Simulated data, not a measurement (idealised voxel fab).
process module | voxel plated lines
cross-section cut | 190 nm wide | cells 5 nm
A cross-section is a grid of square cells, given in bands from the top down. A band is one or more rows of cells.
Each band's line starts with the height of the band's top and of its bottom, in nm. Then come its materials from left to right, each with its width in nm. One material with "throughout" fills the band from edge to edge. "air" is empty space.
Height 0 is the level under which the wafer as received is all one material. The lowest band goes on downwards, as in "0 down".
A width such as "30 to 40" changes by the same amount from each row of cells to the next, from the band's top row to its bottom row.
"no change" after a step means that no cell of the cross-section changed.
closed voids: empty space of 8 cells or more with no open way to the top, each as width x height at its distance from the left edge, in nm
after a step's settings: what the simulator itself notes on the step
overlay nm, on a step with a mask: how far to the right of its planned place the mask lay; to the left if negative
plan
1 op RECEIVE | material Si
2 op CONFORMAL_DEP | material Al2O3 | thk nm 15
3 op DIRECTIONAL_DEP | material TiN | thk nm 5
4 op PATTERN | tone open | mask id LINES | material resist | width nm 20 | pitch nm 40 | thk nm 15 | overlay nm 0
5 op EPI | material Ru | thk nm 10
6 op STRIP | etch materials resist
7 op DIRECTIONAL_ETCH | etch materials TiN | depth nm 5
8 op CONFORMAL_DEP | material SiCN | thk nm 5
as received, after step 1
  0 down: Si throughout
  closed voids: none
first wafer at the end, as planned
  35 to 30: air 40 | SiCN 30 | air 10 | SiCN 30 | air 10 | SiCN 30 | air 40
  30 to 20: air 40 | SiCN 5 | Ru 20 | SiCN 5 | air 10 | SiCN 5 | Ru 20 | SiCN 5 | air 10 | SiCN 5 | Ru 20 | SiCN 5 | air 40
  20 to 15: SiCN 45 | TiN 20 | SiCN 20 | TiN 20 | SiCN 20 | TiN 20 | SiCN 45
  15 to 0: Al2O3 throughout
  0 down: Si throughout
  closed voids: none
second wafer at the end: like start, like plan, one mistake
  30 to 20: air 45 | Ru 20 | air 20 | Ru 20 | air 20 | Ru 20 | air 45
  20 to 15: air 45 | TiN 20 | air 20 | TiN 20 | air 20 | TiN 20 | air 45
  15 to 0: Al2O3 throughout
  0 down: Si throughout
  closed voids: none
what went wrong: step 8 was left out
at the end the second wafer has, in cells: 56 fewer of SiCN
